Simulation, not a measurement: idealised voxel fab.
Process module name: voxel self aligned contacts
Cross-section cut: width 215 nm, square cells of 5 nm.
Cross-section layout: square cells on a grid; listed as bands, top to bottom; a band spans one or more cell rows.
What a band's entry tells you: where the top is and where the bottom is, as heights in nm, and after that what lies inside, material by material from left to right, each with its width in nm. Empty space is written as the word "blank", and a single material marked with the word "everywhere" occupies the band from edge to edge.
Heights are expressed relative to 0, this being the level below which the as-received wafer comprises one material exclusively. The lowest band is unbounded in the downward direction and is denoted as in "0..down".
Per-row width for "30->40": begins at first number (top row of band), ends at second number (bottom row), increment between rows held constant.
Step note "no modifications" = no cross-section cell changed.
"Closed cavities" enumerates empty spaces isolated from the top, with no open way to it, that contain at least 8 cells, giving each as width x height at distance from the left edge, all three in nm.
Step line, after settings: the simulator's comment on this step.
Steps that use a mask can have "overlay nm" on their line. It says how far the mask sat to the right of where it was meant to be. Negative means to the left.
# These are the steps we planned for the process
1,RECEIVE with material Si
2,CONFORMAL_DEP with material SiO2, thk nm 5
3,DIRECTIONAL_DEP with material polySi, thk nm 30
4,DIRECTIONAL_DEP with material SiN, thk nm 15
5,DIRECTIONAL_DEP with material aC, thk nm 15
6,PATTERN with tone cover, mask id GATE, material resist, width nm 35, pitch nm 60, thk nm 30, overlay nm 0
7,DIRECTIONAL_ETCH with etch materials aC, depth nm 15
8,STRIP with etch materials resist
9,DIRECTIONAL_ETCH with etch materials SiN, depth nm 15
10,DIRECTIONAL_ETCH with etch materials polySi, depth nm 30
11,STRIP with etch materials aC
12,CONFORMAL_DEP with material SiN, thk nm 5
13,DIRECTIONAL_ETCH with etch materials SiN, depth nm 5
14,FILL_DEP with material SiO2, thk nm 20
15,CMP with height nm 60
16,PATTERN with tone open, mask id CONTACT, material resist, width nm 45, thk nm 20, overlay nm 0
17,DIRECTIONAL_ETCH with etch materials SiO2, depth nm 60
18,STRIP with etch materials resist
19,CONFORMAL_DEP with material TiN, thk nm 5
20,FILL_DEP with material W, thk nm 5
21,CMP with height nm 60
22,CONFORMAL_DEP with material SiN, thk nm 5
# What follows covers the first of two wafers; it ran as planned
# Cross-section, incoming material, after step 1
* 0..down: Si everywhere
* Closed cavities: none
# After step 2: wafer cross-section
* 5..0: SiO2 everywhere
* Whatever lies below 0 is exactly as it was before.
# After step 3: wafer cross-section
* 35..5: polySi everywhere
* Whatever lies below 5 is exactly as it was before.
# After step 4: wafer cross-section
* 50..35: SiN everywhere
* Whatever lies below 35 is exactly as it was before.
# After step 5: wafer cross-section
* 65..50: aC everywhere
* Whatever lies below 50 is exactly as it was before.
# After step 6: wafer cross-section
* 95..65: blank (60), resist (35), blank (25), resist (35), blank (60)
* Whatever lies below 65 is exactly as it was before.
# After step 7: wafer cross-section
* 80..65: blank (60), resist (35), blank (25), resist (35), blank (60)
* 65..50: blank (60), aC (35), blank (25), aC (35), blank (60)
* Whatever lies below 50 is exactly as it was before.
# After step 8: wafer cross-section
* 65..50: blank (60), aC (35), blank (25), aC (35), blank (60)
* Whatever lies below 50 is exactly as it was before.
# After step 9: wafer cross-section
* 65..50: blank (60), aC (35), blank (25), aC (35), blank (60)
* 50..35: blank (60), SiN (35), blank (25), SiN (35), blank (60)
* Whatever lies below 35 is exactly as it was before.
# After step 10: wafer cross-section
* 65..50: blank (60), aC (35), blank (25), aC (35), blank (60)
* 50..35: blank (60), SiN (35), blank (25), SiN (35), blank (60)
* 35..5: blank (60), polySi (35), blank (25), polySi (35), blank (60)
* Whatever lies below 5 is exactly as it was before.
# After step 11: wafer cross-section
* 50..35: blank (60), SiN (35), blank (25), SiN (35), blank (60)
* Whatever lies below 35 is exactly as it was before.
# After step 12: wafer cross-section
* 55..35: blank (55), SiN (45), blank (15), SiN (45), blank (55)
* 35..10: blank (55), SiN (5), polySi (35), SiN (5), blank (15), SiN (5), polySi (35), SiN (5), blank (55)
* 10..5: SiN (60), polySi (35), SiN (25), polySi (35), SiN (60)
* Whatever lies below 5 is exactly as it was before.
# After step 13: wafer cross-section
* 50..35: blank (55), SiN (45), blank (15), SiN (45), blank (55)
* 35..5: blank (55), SiN (5), polySi (35), SiN (5), blank (15), SiN (5), polySi (35), SiN (5), blank (55)
* Whatever lies below 5 is exactly as it was before.
# After step 14: wafer cross-section
* 70..50: SiO2 everywhere
* 50..35: SiO2 (55), SiN (45), SiO2 (15), SiN (45), SiO2 (55)
* 35..5: SiO2 (55), SiN (5), polySi (35), SiN (5), SiO2 (15), SiN (5), polySi (35), SiN (5), SiO2 (55)
* Whatever lies below 5 is exactly as it was before.
# After step 15: wafer cross-section
* 60..50: SiO2 everywhere
* Whatever lies below 50 is exactly as it was before.
# After step 16: wafer cross-section
* 80..60: resist (85), blank (45), resist (85)
* Whatever lies below 60 is exactly as it was before.
# After step 17: wafer cross-section
* 80..60: resist (85), blank (45), resist (85)
* 60..50: SiO2 (85), blank (45), SiO2 (85)
* 50..35: SiO2 (55), SiN (45), blank (15), SiN (45), SiO2 (55)
* 35..5: SiO2 (55), SiN (5), polySi (35), SiN (5), blank (15), SiN (5), polySi (35), SiN (5), SiO2 (55)
* 5..0: SiO2 (100), blank (15), SiO2 (100)
* Whatever lies below 0 is exactly as it was before.
# After step 18: wafer cross-section
* 60..50: SiO2 (85), blank (45), SiO2 (85)
* Whatever lies below 50 is exactly as it was before.
# After step 19: wafer cross-section
* 65..60: TiN (90), blank (35), TiN (90)
* 60..50: SiO2 (85), TiN (5->20), blank (35->5), TiN (5->20), SiO2 (85)
* 50..35: SiO2 (55), SiN (45), TiN (5), blank (5), TiN (5), SiN (45), SiO2 (55)
* 35..5: SiO2 (55), SiN (5), polySi (35), SiN (5), TiN (5), blank (5), TiN (5), SiN (5), polySi (35), SiN (5), SiO2 (55)
* 5..0: SiO2 (100), TiN (15), SiO2 (100)
* Whatever lies below 0 is exactly as it was before.
# After step 20: wafer cross-section
* 70..65: W everywhere
* 65..60: TiN (90), W (35), TiN (90)
* 60..50: SiO2 (85), TiN (5->20), W (35->5), TiN (5->20), SiO2 (85)
* 50..35: SiO2 (55), SiN (45), TiN (5), W (5), TiN (5), SiN (45), SiO2 (55)
* 35..5: SiO2 (55), SiN (5), polySi (35), SiN (5), TiN (5), W (5), TiN (5), SiN (5), polySi (35), SiN (5), SiO2 (55)
* Whatever lies below 5 is exactly as it was before.
# After step 21: wafer cross-section
* 60..50: SiO2 (85), TiN (5->20), W (35->5), TiN (5->20), SiO2 (85)
* Whatever lies below 50 is exactly as it was before.
# After step 22: wafer cross-section
* 65..60: SiN everywhere
* Whatever lies below 60 is exactly as it was before.
# Okay, second wafer. Nothing different at the start, nothing different in the plan, just one mistake somewhere in the running. As far as step 2, counting that step, it's the first wafer all over again
# Second wafer at the planned finish of step 3, seen in cross-section
* 40..5: polySi everywhere
* Whatever lies below 5 is exactly as it was before.
# Second wafer at the planned finish of step 4, seen in cross-section
* 55..40: SiN everywhere
* Whatever lies below 40 is exactly as it was before.
# Second wafer at the planned finish of step 5, seen in cross-section
* 70..55: aC everywhere
* Whatever lies below 55 is exactly as it was before.
# Second wafer at the planned finish of step 6, seen in cross-section
* 100..70: blank (60), resist (35), blank (25), resist (35), blank (60)
* Whatever lies below 70 is exactly as it was before.
# Second wafer at the planned finish of step 7, seen in cross-section
* 85..70: blank (60), resist (35), blank (25), resist (35), blank (60)
* 70..55: blank (60), aC (35), blank (25), aC (35), blank (60)
* Whatever lies below 55 is exactly as it was before.
# Second wafer at the planned finish of step 8, seen in cross-section
* 70..55: blank (60), aC (35), blank (25), aC (35), blank (60)
* Whatever lies below 55 is exactly as it was before.
# Second wafer at the planned finish of step 9, seen in cross-section
* 70..55: blank (60), aC (35), blank (25), aC (35), blank (60)
* 55..40: blank (60), SiN (35), blank (25), SiN (35), blank (60)
* Whatever lies below 40 is exactly as it was before.
# Second wafer at the planned finish of step 10, seen in cross-section
* 70..55: blank (60), aC (35), blank (25), aC (35), blank (60)
* 55..40: blank (60), SiN (35), blank (25), SiN (35), blank (60)
* 40..10: blank (60), polySi (35), blank (25), polySi (35), blank (60)
* Whatever lies below 10 is exactly as it was before.
# Second wafer at the planned finish of step 11, seen in cross-section
* 55..40: blank (60), SiN (35), blank (25), SiN (35), blank (60)
* Whatever lies below 40 is exactly as it was before.
# Second wafer at the planned finish of step 12, seen in cross-section
* 60..40: blank (55), SiN (45), blank (15), SiN (45), blank (55)
* 40..15: blank (55), SiN (5), polySi (35), SiN (5), blank (15), SiN (5), polySi (35), SiN (5), blank (55)
* 15..10: SiN (60), polySi (35), SiN (25), polySi (35), SiN (60)
* Whatever lies below 10 is exactly as it was before.
# Second wafer at the planned finish of step 13, seen in cross-section
* 55..40: blank (55), SiN (45), blank (15), SiN (45), blank (55)
* 40..10: blank (55), SiN (5), polySi (35), SiN (5), blank (15), SiN (5), polySi (35), SiN (5), blank (55)
* Whatever lies below 10 is exactly as it was before.
# Second wafer at the planned finish of step 14, seen in cross-section
* 75..55: SiO2 everywhere
* 55..40: SiO2 (55), SiN (45), SiO2 (15), SiN (45), SiO2 (55)
* 40..10: SiO2 (55), SiN (5), polySi (35), SiN (5), SiO2 (15), SiN (5), polySi (35), SiN (5), SiO2 (55)
* Whatever lies below 10 is exactly as it was before.
# Second wafer at the planned finish of step 15, seen in cross-section
* 60..55: SiO2 everywhere
* Whatever lies below 55 is exactly as it was before.
# Second wafer at the planned finish of step 16, seen in cross-section
* 80..60: resist (85), blank (45), resist (85)
* Whatever lies below 60 is exactly as it was before.
# Second wafer at the planned finish of step 17, seen in cross-section
* 80..60: resist (85), blank (45), resist (85)
* 60..55: SiO2 (85), blank (45), SiO2 (85)
* 55..40: SiO2 (55), SiN (45), blank (15), SiN (45), SiO2 (55)
* 40..10: SiO2 (55), SiN (5), polySi (35), SiN (5), blank (15), SiN (5), polySi (35), SiN (5), SiO2 (55)
* Whatever lies below 10 is exactly as it was before.
# Second wafer at the planned finish of step 18, seen in cross-section
* 60..55: SiO2 (85), blank (45), SiO2 (85)
* Whatever lies below 55 is exactly as it was before.
# Second wafer at the planned finish of step 19, seen in cross-section
* 65..60: TiN (90), blank (35), TiN (90)
* 60..55: SiO2 (85), TiN (20), blank (5), TiN (20), SiO2 (85)
* 55..40: SiO2 (55), SiN (45), TiN (5), blank (5), TiN (5), SiN (45), SiO2 (55)
* 40..15: SiO2 (55), SiN (5), polySi (35), SiN (5), TiN (5), blank (5), TiN (5), SiN (5), polySi (35), SiN (5), SiO2 (55)
* 15..10: SiO2 (55), SiN (5), polySi (35), SiN (5), TiN (15), SiN (5), polySi (35), SiN (5), SiO2 (55)
* Whatever lies below 10 is exactly as it was before.
# Second wafer at the planned finish of step 20, seen in cross-section
* 70..65: W everywhere
* 65..60: TiN (90), W (35), TiN (90)
* 60..55: SiO2 (85), TiN (20), W (5), TiN (20), SiO2 (85)
* 55..40: SiO2 (55), SiN (45), TiN (5), W (5), TiN (5), SiN (45), SiO2 (55)
* 40..15: SiO2 (55), SiN (5), polySi (35), SiN (5), TiN (5), W (5), TiN (5), SiN (5), polySi (35), SiN (5), SiO2 (55)
* Whatever lies below 15 is exactly as it was before.
# Second wafer at the planned finish of step 21, seen in cross-section
* 60..55: SiO2 (85), TiN (20), W (5), TiN (20), SiO2 (85)
* Whatever lies below 55 is exactly as it was before.
# Second wafer at the planned finish of step 22, seen in cross-section
* 65..60: SiN everywhere
* Whatever lies below 60 is exactly as it was before.
Against the plan, the run slipped here: step 3 ran with different settings than intended, the actual operation and settings being DIRECTIONAL_DEP with material polySi, thk nm 35
Looking at both finished wafers in cells, the second ends up ahead of or behind the first on some materials: -31 SiO2 | -4 TiN | -8 W | +43 polySi
